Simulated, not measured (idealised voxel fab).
This is a process module. Its name is voxel trench capacitor.
Cross-sectional view cut (width: 285 nm; square cell size: 5 nm).
For the purposes of this document, a cross-section shall be understood as a grid of square cells, specified as bands listed in top-to-bottom order, each band consisting of one or more rows of cells.
Heads up on the band format: heights come first, top then bottom, in nm. After that it's the materials left to right, each with its width in nm. A single material flagged "edge to edge" fills the whole band edge to edge, and "air" means there's empty space there.
Zero point of the height axis is 0; under it, received wafer = one material. Lowest band: continues down indefinitely, "0 and below".
The expression "30 to 40" gives the width at the extremes of the band, the first number at its top row of cells and the second at its bottom row, with the width changing by equal amounts from each row to the next in between.
It should be understood that the words "nothing altered", when stated for a given step, signify that the cross-section underwent no change in any of its cells during that step.
The entry "Enclosed voids" lists the empty spaces that cover at least 8 cells and have no open path to the top. Each is written as width x height at distance, where the distance is measured from the left edge and all three values are in nm.
Where a step's line continues beyond its settings, the continuation is a remark by the simulator itself on that step.
When a step includes a mask, the "overlay nm" setting on its line states how far to the right of its planned place that mask lay, and negative values state how far to the left.
-- So here's the lineup of process steps we planned
1,RECEIVE with material Si
2,CONFORMAL_DEP with material SiN, thk nm 5
3,DIRECTIONAL_DEP with material aC, thk nm 10
4,PATTERN with tone open, mask id TRENCH, material resist, width nm 30, pitch nm 60, thk nm 25, overlay nm 0
5,DIRECTIONAL_ETCH with etch materials aC, depth nm 10
6,STRIP with etch materials resist
7,DIRECTIONAL_ETCH with etch materials SiN, depth nm 5
8,DIRECTIONAL_ETCH with etch materials Si, depth nm 30
9,STRIP with etch materials aC
10,CONFORMAL_DEP with material HfO2, thk nm 5
11,CONFORMAL_DEP with material TiN, thk nm 5
12,FILL_DEP with material W, thk nm 10
13,CMP with height nm 5
-- Here's what the wafer looked like in cross-section when it arrived - that's after step 1
- 0 and below: Si edge to edge
- Enclosed voids: none
-- Post-module cross-section of the first of two wafers (run per plan)
- 5 down to 0: SiN=35, then HfO2=5, then TiN=5, then W=10, then TiN=5, then HfO2=5, then SiN=30, then HfO2=5, then TiN=5, then W=10, then TiN=5, then HfO2=5, then SiN=30, then HfO2=5, then TiN=5, then W=10, then TiN=5, then HfO2=5, then SiN=30, then HfO2=5, then TiN=5, then W=10, then TiN=5, then HfO2=5, then SiN=40
- 0 down to -20: Si=35, then HfO2=5, then TiN=5, then W=10, then TiN=5, then HfO2=5, then Si=30, then HfO2=5, then TiN=5, then W=10, then TiN=5, then HfO2=5, then Si=30, then HfO2=5, then TiN=5, then W=10, then TiN=5, then HfO2=5, then Si=30, then HfO2=5, then TiN=5, then W=10, then TiN=5, then HfO2=5, then Si=40
- -20 down to -25: Si=35, then HfO2=5, then TiN=20, then HfO2=5, then Si=30, then HfO2=5, then TiN=20, then HfO2=5, then Si=30, then HfO2=5, then TiN=20, then HfO2=5, then Si=30, then HfO2=5, then TiN=20, then HfO2=5, then Si=40
- -25 down to -30: Si=35, then HfO2=30, then Si=30, then HfO2=30, then Si=30, then HfO2=30, then Si=30, then HfO2=30, then Si=40
- -30 and below: Si edge to edge
- Enclosed voids: none
-- Cross-section of the latter of the two wafers at module completion. It had an identical start and an identical plan to the former; in running it, one mistake was made
- 25 down to 15: W edge to edge
- 15 down to 10: TiN=45, then W=10, then TiN=50, then W=10, then TiN=50, then W=10, then TiN=50, then W=10, then TiN=50
- 10 down to 5: HfO2=40, then TiN=5, then W=10, then TiN=5, then HfO2=40, then TiN=5, then W=10, then TiN=5, then HfO2=40, then TiN=5, then W=10, then TiN=5, then HfO2=40, then TiN=5, then W=10, then TiN=5, then HfO2=45
- 5 down to 0: SiN=35, then HfO2=5, then TiN=5, then W=10, then TiN=5, then HfO2=5, then SiN=30, then HfO2=5, then TiN=5, then W=10, then TiN=5, then HfO2=5, then SiN=30, then HfO2=5, then TiN=5, then W=10, then TiN=5, then HfO2=5, then SiN=30, then HfO2=5, then TiN=5, then W=10, then TiN=5, then HfO2=5, then SiN=40
- 0 down to -20: Si=35, then HfO2=5, then TiN=5, then W=10, then TiN=5, then HfO2=5, then Si=30, then HfO2=5, then TiN=5, then W=10, then TiN=5, then HfO2=5, then Si=30, then HfO2=5, then TiN=5, then W=10, then TiN=5, then HfO2=5, then Si=30, then HfO2=5, then TiN=5, then W=10, then TiN=5, then HfO2=5, then Si=40
- -20 down to -25: Si=35, then HfO2=5, then TiN=20, then HfO2=5, then Si=30, then HfO2=5, then TiN=20, then HfO2=5, then Si=30, then HfO2=5, then TiN=20, then HfO2=5, then Si=30, then HfO2=5, then TiN=20, then HfO2=5, then Si=40
- -25 down to -30: Si=35, then HfO2=30, then Si=30, then HfO2=30, then Si=30, then HfO2=30, then Si=30, then HfO2=30, then Si=40
- -30 and below: Si edge to edge
- Enclosed voids: none
what went wrong: step 13 from the plan never happened, it was just skipped
at the end the second wafer has, in cells: +41 HfO2; +57 TiN; +130 W
